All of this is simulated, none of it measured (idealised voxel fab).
The process module presented herein is designated voxel capacitor over wiring.
In the cross-section labelled cut, the width is 205 nm and each square cell is 5 nm.
Throughout this document, each cross-section is represented as a grid of square cells and is presented as a sequence of bands enumerated from the top downward, where a band comprises one or more rows of cells. In this notation a band is specified by the heights of its top and bottom, in that order and in nm, after which its materials appear from left to right, each paired with its width in nm. The word "everywhere" attached to a single material means that material fills the band from edge to edge; the word "blank" stands for empty space. Basically, 0 is our baseline, since under it the wafer straight out of the box is all one material. The bottom band has no lower end and keeps on going down, so it looks like "0..down". The notation "30 to 40" denotes a width that varies across the rows of cells in the band, beginning at the first number in the top row, finishing at the second number in the bottom row, and changing by an identical amount from each row to the next. When a step is marked "no alteration", none of the cells in the cross-section changed during that step. The entry "Trapped voids" lists the empty spaces that cover at least 8 cells and have no open path to the top. Each is written as width x height at distance, where the distance is measured from the left edge and all three values are in nm. Text after the settings on a step's line: the simulator's own remark on that step. overlay nm: step with mask; distance mask lay right of planned place; negative value = left of planned place.
The process steps that were planned are listed below:
1: RECEIVE (material Si)
2: CONFORMAL_DEP (material SiO2; thk nm 10)
3: CONFORMAL_DEP (material SiCN; thk nm 5)
4: DIRECTIONAL_DEP (material lowk; thk nm 15)
5: PATTERN (tone open; mask id METAL_1; material resist; width nm 25; pitch nm 95; thk nm 15; overlay nm 0)
6: DIRECTIONAL_ETCH (etch materials lowk; depth nm 15)
7: DIRECTIONAL_ETCH (etch materials SiCN; depth nm 5)
8: STRIP (etch materials resist)
9: CONFORMAL_DEP (material TiN; thk nm 5)
10: FILL_DEP (material Cu; thk nm 5)
11: CMP (height nm 30)
12: EPI (material Ru; thk nm 5)
13: FILL_DEP (material SiCN; thk nm 5)
14: DIRECTIONAL_DEP (material lowk; thk nm 15)
15: DIRECTIONAL_DEP (material aC; thk nm 15)
16: PATTERN (tone open; mask id PLUG_1; material resist; width nm 15; thk nm 35; overlay nm 0)
17: DIRECTIONAL_ETCH (etch materials aC; depth nm 15)
18: STRIP (etch materials resist)
19: DIRECTIONAL_ETCH (etch materials lowk; depth nm 15)
20: DIRECTIONAL_ETCH (etch materials SiCN; depth nm 5)
21: STRIP (etch materials aC)
22: EPI (material Ru; thk nm 10)
23: EPI (material Ru; thk nm 10)
24: DIRECTIONAL_DEP (material TiN; thk nm 10)
25: DIRECTIONAL_DEP (material Al2O3; thk nm 5)
26: DIRECTIONAL_DEP (material TiN; thk nm 5)
27: MASKED_ETCH (tone cover; mask id UPPER_PLATE; width nm 75; etch materials TiN; depth nm 5; overlay nm 0)
28: MASKED_ETCH (tone cover; mask id UPPER_PLATE; width nm 75; etch materials Al2O3; depth nm 5; overlay nm 0)
29: PATTERN (tone cover; mask id LOWER_PLATE; material resist; width nm 85; thk nm 20; overlay nm 0)
30: DIRECTIONAL_ETCH (etch materials TiN; depth nm 10)
31: STRIP (etch materials resist)
32: FILL_DEP (material SiO2; thk nm 20)
33: CMP (height nm 90)
34: DIRECTIONAL_DEP (material aC; thk nm 10)
35: PATTERN (tone open; mask id PLUG_2; material resist; width nm 15; thk nm 30; overlay nm 0)
36: DIRECTIONAL_ETCH (etch materials aC; depth nm 10)
37: STRIP (etch materials resist)
38: DIRECTIONAL_ETCH (etch materials SiO2; depth nm 15)
39: STRIP (etch materials aC)
40: CONFORMAL_DEP (material TiN; thk nm 5)
41: FILL_DEP (material Ru; thk nm 5)
42: CMP (height nm 90)
43: CONFORMAL_DEP (material SiN; thk nm 5)
Incoming wafer in cross-section (state: after step 1):
	0..down  Si everywhere
	Trapped voids: none
First of two wafers, end-of-module section, run followed plan:
	95..90  SiN everywhere
	90..80  SiO2 60  TiN 5  Ru 5  TiN 5  SiO2 130
	80..70  SiO2 60 to 50  TiN 15 to 75  SiO2 130 to 80
	70..65  SiO2 50  Al2O3 75  SiO2 80
	65..55  SiO2 45  TiN 85  SiO2 75
	55..40  lowk 50  Ru 15  lowk 140
	40..35  SiCN 50  Ru 15  SiCN 140
	35..30  SiCN 35  Ru 35  SiCN 60  Ru 35  SiCN 40
	30..15  lowk 40  TiN 5  Cu 15  TiN 5  lowk 70  TiN 5  Cu 15  TiN 5  lowk 45
	15..10  SiCN 40  TiN 25  SiCN 70  TiN 25  SiCN 45
	10..0  SiO2 everywhere
	0..down  Si everywhere
	Trapped voids: none
So this is wafer number two of the two, cut at the end of the module - it started where the first did and had the same plan, we just got one thing wrong running it:
	95..90  SiN everywhere
	90..80  SiO2 60  TiN 5  Ru 5  TiN 5  SiO2 130
	80..70  SiO2 60 to 65  TiN 15 to 60  SiO2 130 to 80
	70..65  SiO2 65  Al2O3 60  SiO2 80
	65..60  SiO2 45  TiN 85  SiO2 75
	60..55  SiO2 45  TiN 5  Al2O3 15  TiN 65  SiO2 75
	55..45  lowk 50  TiN 15  lowk 140
	45..40  lowk 50  Ru 15  lowk 140
	40..35  SiCN 50  Ru 15  SiCN 140
	35..30  SiCN 35  Ru 35  SiCN 60  Ru 35  SiCN 40
	30..15  lowk 40  TiN 5  Cu 15  TiN 5  lowk 70  TiN 5  Cu 15  TiN 5  lowk 45
	15..10  SiCN 40  TiN 25  SiCN 70  TiN 25  SiCN 45
	10..0  SiO2 everywhere
	0..down  Si everywhere
	Trapped voids: none
Error vs. plan: one of the steps 22 and 23, which are indistinguishable from one another, was omitted, and the omitted step cannot be identified
FYI, end of process, the second wafer has more or fewer cells of some materials than the first: Ru: 6 fewer | SiO2: 6 more
